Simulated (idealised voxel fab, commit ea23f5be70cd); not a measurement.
The document below concerns the process module designated voxel ribs on slabs.
255 nm wide, 5 nm square cells: that's cross-section cut.
A cross-section in this document is a grid of square cells, and it is written down as bands, the top band listed before the ones below it; a band is made up of one or more rows of cells. Read a band's entry like this: the first values are the height of its top and the height of its bottom in nm, and what follows is the sequence of materials from left to right, each with its width in nm. Note that "blank" is empty space, and that a single material marked "throughout" reaches across the band from edge to edge. We count height from 0. Below that, the starting wafer is all one material. The lowest band never ends at the bottom but goes on down; see "from 0 down" for how that is written. A width such as "30 to 40" changes by the same amount from each row of cells to the next, from the band's top row to its bottom row. Take "stayed the same" at face value: in the step it is given for, the cross-section changed in none of its cells. Entry "Enclosed internal voids". Content: empty spaces with no open connection to the top, size 8 cells or greater. Each: width x height at distance. Distance: from left edge. Unit: nm. Heads up: the bit after the settings on a step's line is the simulator's remark on that step. The "overlay nm" setting may appear on a step's line; for a step that uses a mask, it gives how far to the right of its planned position the mask lay, and a negative value indicates the left.
Process steps - plan
1 RECEIVE | material Si
2 DIRECTIONAL_DEP | material SiO2 | thk nm 30
3 DIRECTIONAL_DEP | material SiN | thk nm 15
4 MASKED_ETCH | tone cover | mask id RIB | width nm 15 | etch materials SiN | depth nm 5 | overlay nm 0
5 PATTERN | tone cover | mask id SLAB | material resist | width nm 70 | thk nm 20 | overlay nm 0
6 DIRECTIONAL_ETCH | etch materials SiN | depth nm 10
7 STRIP | etch materials resist
8 FILL_DEP | material SiO2 | thk nm 25
9 CMP | height nm 60
10 DIRECTIONAL_DEP | material W | thk nm 10
11 DIRECTIONAL_DEP | material aC | thk nm 15
12 PATTERN | tone cover | mask id HEATER | material resist | width nm 30 | thk nm 35 | overlay nm 0
13 DIRECTIONAL_ETCH | etch materials aC | depth nm 15
14 STRIP | etch materials resist
15 DIRECTIONAL_ETCH | etch materials W | depth nm 10
16 STRIP | etch materials aC
17 CONFORMAL_DEP | material SiO2 | thk nm 5
Heads up: all these wafers start the same, and what changes between them is the width nm in step 4. The value you see in the plan is just what the first wafer got.
First wafer of several, as received: cross-section after step 1
  from 0 down | Si throughout
  Enclosed internal voids: none
What follows is a table in which each wafer occupies a row; for the wafer as it stands at the close of the module, the row states, material by material, how many cells have been gained (+) or lost (-) since receipt, and then gives its closed voids
width nm 15, +31 SiN, +636 SiO2, +12 W, Enclosed internal voids: none
width nm 20, +32 SiN, +635 SiO2, +12 W, Enclosed internal voids: none
width nm 25, +33 SiN, +634 SiO2, +12 W, Enclosed internal voids: none
width nm 30, +34 SiN, +633 SiO2, +12 W, Enclosed internal voids: none
width nm 35, +35 SiN, +632 SiO2, +12 W, Enclosed internal voids: none
